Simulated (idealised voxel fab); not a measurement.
process module | voxel capacitor over wiring
cross-section cut | 270 nm wide | cells 5 nm
A cross-section is a grid of square cells, given in bands from the top down. A band is one or more rows of cells.
Each band's line starts with the height of the band's top and of its bottom, in nm. Then come its materials from left to right, each with its width in nm. One material with "throughout" fills the band from edge to edge. "air" is empty space.
Height 0 is the level under which the wafer as received is all one material. The lowest band goes on downwards, as in "0 down".
A width such as "30 to 40" changes by the same amount from each row of cells to the next, from the band's top row to its bottom row.
"no change" after a step means that no cell of the cross-section changed.
closed voids: empty space of 8 cells or more with no open way to the top, each as width x height at its distance from the left edge, in nm
after a step's settings: what the simulator itself notes on the step
overlay nm, on a step with a mask: how far to the right of its planned place the mask lay; to the left if negative
plan
1 op RECEIVE | material Si
2 op CONFORMAL_DEP | material SiO2 | thk nm 15
3 op DIRECTIONAL_DEP | material TiN | thk nm 5
4 op DIRECTIONAL_DEP | material Ru | thk nm 25
5 op PATTERN | tone cover | mask id METAL_1 | material resist | width nm 20 | pitch nm 75 | thk nm 15 | overlay nm 0
6 op DIRECTIONAL_ETCH | etch materials Ru | depth nm 25
7 op DIRECTIONAL_ETCH | etch materials TiN | depth nm 5
8 op STRIP | etch materials resist
9 op CONFORMAL_DEP | material SiN | thk nm 5
10 op FILL_DEP | material lowk | thk nm 10
11 op CMP | height nm 45
12 op CONFORMAL_DEP | material SiCN | thk nm 5
13 op DIRECTIONAL_DEP | material lowk | thk nm 10
14 op DIRECTIONAL_DEP | material aC | thk nm 10
15 op PATTERN | tone open | mask id PLUG_1 | material resist | width nm 15 | thk nm 25 | overlay nm 0
16 op DIRECTIONAL_ETCH | etch materials aC | depth nm 10
17 op STRIP | etch materials resist
18 op DIRECTIONAL_ETCH | etch materials lowk | depth nm 10
19 op DIRECTIONAL_ETCH | etch materials SiCN | depth nm 5
20 op STRIP | etch materials aC
21 op CONFORMAL_DEP | material TiN | thk nm 5
22 op FILL_DEP | material Ru | thk nm 10
23 op CMP | height nm 60
24 op DIRECTIONAL_DEP | material TiN | thk nm 10
25 op DIRECTIONAL_DEP | material SiN | thk nm 5
26 op DIRECTIONAL_DEP | material TiN | thk nm 10
27 op PATTERN | tone cover | mask id UPPER_PLATE | material resist | width nm 60 | thk nm 20 | overlay nm 0
28 op DIRECTIONAL_ETCH | etch materials TiN | depth nm 10
29 op DIRECTIONAL_ETCH | etch materials SiN | depth nm 5
30 op STRIP | etch materials resist
31 op MASKED_ETCH | tone cover | mask id LOWER_PLATE | width nm 70 | etch materials TiN | depth nm 10 | overlay nm 0
32 op FILL_DEP | material SiO2 | thk nm 20
33 op CMP | height nm 100
34 op DIRECTIONAL_DEP | material aC | thk nm 10
35 op PATTERN | tone open | mask id PLUG_2 | material resist | width nm 15 | thk nm 25 | overlay nm 0
36 op DIRECTIONAL_ETCH | etch materials aC | depth nm 10
37 op STRIP | etch materials resist
38 op DIRECTIONAL_ETCH | etch materials SiO2 | depth nm 15
39 op STRIP | etch materials aC
40 op CONFORMAL_DEP | material TiN | thk nm 5
41 op FILL_DEP | material Ru | thk nm 10
42 op CMP | height nm 100
43 op CONFORMAL_DEP | material SiN | thk nm 5
first wafer, as planned
as received, after step 1
  0 down: Si throughout
  closed voids: none
after step 2
  15 to 0: SiO2 throughout
  below 0: unchanged
after step 3
  20 to 15: TiN throughout
  below 15: unchanged
after step 4
  45 to 20: Ru throughout
  below 20: unchanged
after step 5
  60 to 45: air 85 | resist 20 | air 55 | resist 20 | air 90
  below 45: unchanged
after step 6
  60 to 45: air 85 | resist 20 | air 55 | resist 20 | air 90
  45 to 20: air 85 | Ru 20 | air 55 | Ru 20 | air 90
  below 20: unchanged
after step 7
  60 to 45: air 85 | resist 20 | air 55 | resist 20 | air 90
  45 to 20: air 85 | Ru 20 | air 55 | Ru 20 | air 90
  20 to 15: air 85 | TiN 20 | air 55 | TiN 20 | air 90
  below 15: unchanged
after step 8
  45 to 20: air 85 | Ru 20 | air 55 | Ru 20 | air 90
  below 20: unchanged
after step 9
  50 to 45: air 80 | SiN 30 | air 45 | SiN 30 | air 85
  45 to 20: air 80 | SiN 5 | Ru 20 | SiN 5 | air 45 | SiN 5 | Ru 20 | SiN 5 | air 85
  20 to 15: SiN 85 | TiN 20 | SiN 55 | TiN 20 | SiN 90
  below 15: unchanged
after step 10
  60 to 50: lowk throughout
  50 to 45: lowk 80 | SiN 30 | lowk 45 | SiN 30 | lowk 85
  45 to 20: lowk 80 | SiN 5 | Ru 20 | SiN 5 | lowk 45 | SiN 5 | Ru 20 | SiN 5 | lowk 85
  below 20: unchanged
after step 11
  45 to 20: lowk 80 | SiN 5 | Ru 20 | SiN 5 | lowk 45 | SiN 5 | Ru 20 | SiN 5 | lowk 85
  below 20: unchanged
after step 12
  50 to 45: SiCN throughout
  below 45: unchanged
after step 13
  60 to 50: lowk throughout
  below 50: unchanged
after step 14
  70 to 60: aC throughout
  below 60: unchanged
after step 15
  95 to 70: resist 90 | air 15 | resist 165
  below 70: unchanged
after step 16
  85 to 70: resist 90 | air 15 | resist 165
  70 to 60: aC 90 | air 15 | aC 165
  below 60: unchanged
after step 17
  70 to 60: aC 90 | air 15 | aC 165
  below 60: unchanged
after step 18
  70 to 60: aC 90 | air 15 | aC 165
  60 to 50: lowk 90 | air 15 | lowk 165
  below 50: unchanged
after step 19
  70 to 60: aC 90 | air 15 | aC 165
  60 to 50: lowk 90 | air 15 | lowk 165
  50 to 45: SiCN 90 | air 15 | SiCN 165
  below 45: unchanged
after step 20
  60 to 50: lowk 90 | air 15 | lowk 165
  below 50: unchanged
after step 21
  65 to 60: TiN 95 | air 5 | TiN 170
  60 to 50: lowk 90 | TiN 5 | air 5 | TiN 5 | lowk 165
  50 to 45: SiCN 90 | TiN 15 | SiCN 165
  below 45: unchanged
after step 22
  75 to 65: Ru throughout
  65 to 60: TiN 95 | Ru 5 | TiN 170
  60 to 50: lowk 90 | TiN 5 | Ru 5 | TiN 5 | lowk 165
  below 50: unchanged
after step 23
  60 to 50: lowk 90 | TiN 5 | Ru 5 | TiN 5 | lowk 165
  below 50: unchanged
after step 24
  70 to 60: TiN throughout
  below 60: unchanged
after step 25
  75 to 70: SiN throughout
  below 70: unchanged
after step 26
  85 to 75: TiN throughout
  below 75: unchanged
after step 27
  105 to 85: air 90 | resist 60 | air 120
  below 85: unchanged
after step 28
  105 to 85: air 90 | resist 60 | air 120
  85 to 75: air 90 | TiN 60 | air 120
  below 75: unchanged
after step 29
  105 to 85: air 90 | resist 60 | air 120
  85 to 75: air 90 | TiN 60 | air 120
  75 to 70: air 90 | SiN 60 | air 120
  below 70: unchanged
after step 30
  85 to 75: air 90 | TiN 60 | air 120
  below 75: unchanged
after step 31
  85 to 75: air 90 | TiN 60 | air 120
  75 to 70: air 90 | SiN 60 | air 120
  70 to 60: air 85 | TiN 70 | air 115
  below 60: unchanged
after step 32
  105 to 85: SiO2 throughout
  85 to 75: SiO2 90 | TiN 60 | SiO2 120
  75 to 70: SiO2 90 | SiN 60 | SiO2 120
  70 to 60: SiO2 85 | TiN 70 | SiO2 115
  below 60: unchanged
after step 33
  100 to 85: SiO2 throughout
  below 85: unchanged
after step 34
  110 to 100: aC throughout
  below 100: unchanged
after step 35
  135 to 110: resist 100 | air 15 | resist 155
  below 110: unchanged
after step 36
  125 to 110: resist 100 | air 15 | resist 155
  110 to 100: aC 100 | air 15 | aC 155
  below 100: unchanged
after step 37
  110 to 100: aC 100 | air 15 | aC 155
  below 100: unchanged
after step 38
  110 to 100: aC 100 | air 15 | aC 155
  100 to 85: SiO2 100 | air 15 | SiO2 155
  below 85: unchanged
after step 39
  100 to 85: SiO2 100 | air 15 | SiO2 155
  below 85: unchanged
after step 40
  105 to 100: TiN 105 | air 5 | TiN 160
  100 to 90: SiO2 100 | TiN 5 | air 5 | TiN 5 | SiO2 155
  90 to 85: SiO2 100 | TiN 15 | SiO2 155
  below 85: unchanged
after step 41
  115 to 105: Ru throughout
  105 to 100: TiN 105 | Ru 5 | TiN 160
  100 to 90: SiO2 100 | TiN 5 | Ru 5 | TiN 5 | SiO2 155
  below 90: unchanged
after step 42
  100 to 90: SiO2 100 | TiN 5 | Ru 5 | TiN 5 | SiO2 155
  below 90: unchanged
after step 43
  105 to 100: SiN throughout
  below 100: unchanged
second wafer: like start, like plan, one mistake. Through step 14 it matches the first wafer
when step 15 should have ended
  95 to 70: resist 85 | air 25 | resist 160
  below 70: unchanged
when step 16 should have ended
  85 to 70: resist 85 | air 25 | resist 160
  70 to 60: aC 85 | air 25 | aC 160
  below 60: unchanged
when step 17 should have ended
  70 to 60: aC 85 | air 25 | aC 160
  below 60: unchanged
when step 18 should have ended
  70 to 60: aC 85 | air 25 | aC 160
  60 to 50: lowk 85 | air 25 | lowk 160
  below 50: unchanged
when step 19 should have ended
  70 to 60: aC 85 | air 25 | aC 160
  60 to 50: lowk 85 | air 25 | lowk 160
  50 to 45: SiCN 85 | air 25 | SiCN 160
  below 45: unchanged
when step 20 should have ended
  60 to 50: lowk 85 | air 25 | lowk 160
  below 50: unchanged
when step 21 should have ended
  65 to 60: TiN 90 | air 15 | TiN 165
  60 to 50: lowk 85 | TiN 5 | air 15 | TiN 5 | lowk 160
  50 to 45: SiCN 85 | TiN 25 | SiCN 160
  below 45: unchanged
when step 22 should have ended
  75 to 65: Ru throughout
  65 to 60: TiN 90 | Ru 15 | TiN 165
  60 to 50: lowk 85 | TiN 5 | Ru 15 | TiN 5 | lowk 160
  below 50: unchanged
when step 23 should have ended
  60 to 50: lowk 85 | TiN 5 | Ru 15 | TiN 5 | lowk 160
  below 50: unchanged
when step 24 should have ended
  70 to 60: TiN throughout
  below 60: unchanged
when step 25 should have ended
  75 to 70: SiN throughout
  below 70: unchanged
when step 26 should have ended
  85 to 75: TiN throughout
  below 75: unchanged
when step 27 should have ended
  105 to 85: air 90 | resist 60 | air 120
  below 85: unchanged
when step 28 should have ended
  105 to 85: air 90 | resist 60 | air 120
  85 to 75: air 90 | TiN 60 | air 120
  below 75: unchanged
when step 29 should have ended
  105 to 85: air 90 | resist 60 | air 120
  85 to 75: air 90 | TiN 60 | air 120
  75 to 70: air 90 | SiN 60 | air 120
  below 70: unchanged
when step 30 should have ended
  85 to 75: air 90 | TiN 60 | air 120
  below 75: unchanged
when step 31 should have ended
  85 to 75: air 90 | TiN 60 | air 120
  75 to 70: air 90 | SiN 60 | air 120
  70 to 60: air 85 | TiN 70 | air 115
  below 60: unchanged
when step 32 should have ended
  105 to 85: SiO2 throughout
  85 to 75: SiO2 90 | TiN 60 | SiO2 120
  75 to 70: SiO2 90 | SiN 60 | SiO2 120
  70 to 60: SiO2 85 | TiN 70 | SiO2 115
  below 60: unchanged
when step 33 should have ended
  100 to 85: SiO2 throughout
  below 85: unchanged
when step 34 should have ended
  110 to 100: aC throughout
  below 100: unchanged
when step 35 should have ended
  135 to 110: resist 100 | air 15 | resist 155
  below 110: unchanged
when step 36 should have ended
  125 to 110: resist 100 | air 15 | resist 155
  110 to 100: aC 100 | air 15 | aC 155
  below 100: unchanged
when step 37 should have ended
  110 to 100: aC 100 | air 15 | aC 155
  below 100: unchanged
when step 38 should have ended
  110 to 100: aC 100 | air 15 | aC 155
  100 to 85: SiO2 100 | air 15 | SiO2 155
  below 85: unchanged
when step 39 should have ended
  100 to 85: SiO2 100 | air 15 | SiO2 155
  below 85: unchanged
when step 40 should have ended
  105 to 100: TiN 105 | air 5 | TiN 160
  100 to 90: SiO2 100 | TiN 5 | air 5 | TiN 5 | SiO2 155
  90 to 85: SiO2 100 | TiN 15 | SiO2 155
  below 85: unchanged
when step 41 should have ended
  115 to 105: Ru throughout
  105 to 100: TiN 105 | Ru 5 | TiN 160
  100 to 90: SiO2 100 | TiN 5 | Ru 5 | TiN 5 | SiO2 155
  below 90: unchanged
when step 42 should have ended
  100 to 90: SiO2 100 | TiN 5 | Ru 5 | TiN 5 | SiO2 155
  below 90: unchanged
when step 43 should have ended
  105 to 100: SiN throughout
  below 100: unchanged
what went wrong: step 15 ran as: op PATTERN | tone open | mask id PLUG_1 | material resist | width nm 25 | thk nm 25 | overlay nm 0
at the end the second wafer has, in cells: 4 more of Ru | 2 fewer of SiCN | 2 more of TiN | 4 fewer of lowk
